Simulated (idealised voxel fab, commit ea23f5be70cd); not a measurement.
The following is a process module called voxel double patterning.
Cross-sectional view cut (width: 170 nm; square cell size: 5 nm).
The cross-sections in this document take the form of a grid made of square cells. They are written out as bands, in order from top to bottom. Each band consists of one or more rows of cells.
Heads up on the band format: heights come first, top then bottom, in nm. After that it's the materials left to right, each with its width in nm. A single material flagged "everywhere" fills the whole band edge to edge, and "blank" means there's empty space there.
Height is counted from the level 0, under which the received wafer is composed throughout of one material. The lowest of the bands is not closed at the bottom but continues downward, in the notation "0..down".
Width spec "30..40" -> top row of cells at first value, bottom row at second value, equal per-row change in between.
"everything unchanged" -> step changed no cross-section cell.
In the "Listed closed voids" entry, you get each enclosed empty space of 8 cells or more, one with no open way to the top, written width x height at distance, distance from the left edge, in nm.
Formally, on a step line, whatever follows the settings is a remark that the simulator itself makes on the step.
The "overlay nm" setting may appear on a step's line; for a step that uses a mask, it gives how far to the right of its planned position the mask lay, and a negative value indicates the left.
Process steps - plan:
| 1 | RECEIVE with material Si |
| 2 | CONFORMAL_DEP with material SiN, thk nm 5 |
| 3 | DIRECTIONAL_DEP with material SiO2, thk nm 10 |
| 4 | DIRECTIONAL_DEP with material SiCN, thk nm 5 |
| 5 | DIRECTIONAL_DEP with material aC, thk nm 10 |
| 6 | PATTERN with tone open, mask id FIRST, material resist, width nm 15, pitch nm 50, thk nm 30, overlay nm 0 |
| 7 | DIRECTIONAL_ETCH with etch materials aC, depth nm 10 |
| 8 | STRIP with etch materials resist |
| 9 | DIRECTIONAL_ETCH with etch materials SiCN, depth nm 5 |
| 10 | STRIP with etch materials aC |
| 11 | PATTERN with tone open, mask id SECOND, material resist, width nm 15, pitch nm 50, thk nm 20, overlay nm 0 |
| 12 | DIRECTIONAL_ETCH with etch materials SiCN, depth nm 5 |
| 13 | STRIP with etch materials resist |
| 14 | DIRECTIONAL_ETCH with etch materials SiO2, depth nm 10 |
| 15 | STRIP with etch materials SiCN |
The cross-section here shows the wafer as received, i.e. in its state after step 1:
* 0..down: Si everywhere
* Listed closed voids: none
Sectioned view, first of two wafers, at the close of the module, processed as intended in the plan:
* 15..5: SiO2 25 | blank 15 | SiO2 10 | blank 15 | SiO2 10 | blank 15 | SiO2 10 | blank 15 | SiO2 10 | blank 15 | SiO2 30
* 5..0: SiN everywhere
* 0..down: Si everywhere
* Listed closed voids: none
Wafer two cross-section, module end. Start and plan unchanged from wafer one; one mistake made during the run:
* 15..10: SiO2 25 | blank 15 | SiO2 10 | blank 15 | SiO2 10 | blank 15 | SiO2 10 | blank 15 | SiO2 10 | blank 15 | SiO2 30
* 10..5: SiO2 everywhere
* 5..0: SiN everywhere
* 0..down: Si everywhere
* Listed closed voids: none
The mistake made against the process plan was this: step 14 was not run as planned; what actually ran was DIRECTIONAL_ETCH with etch materials SiO2, depth nm 5
Cell-count delta at end, second wafer over first, by material: +15 SiO2
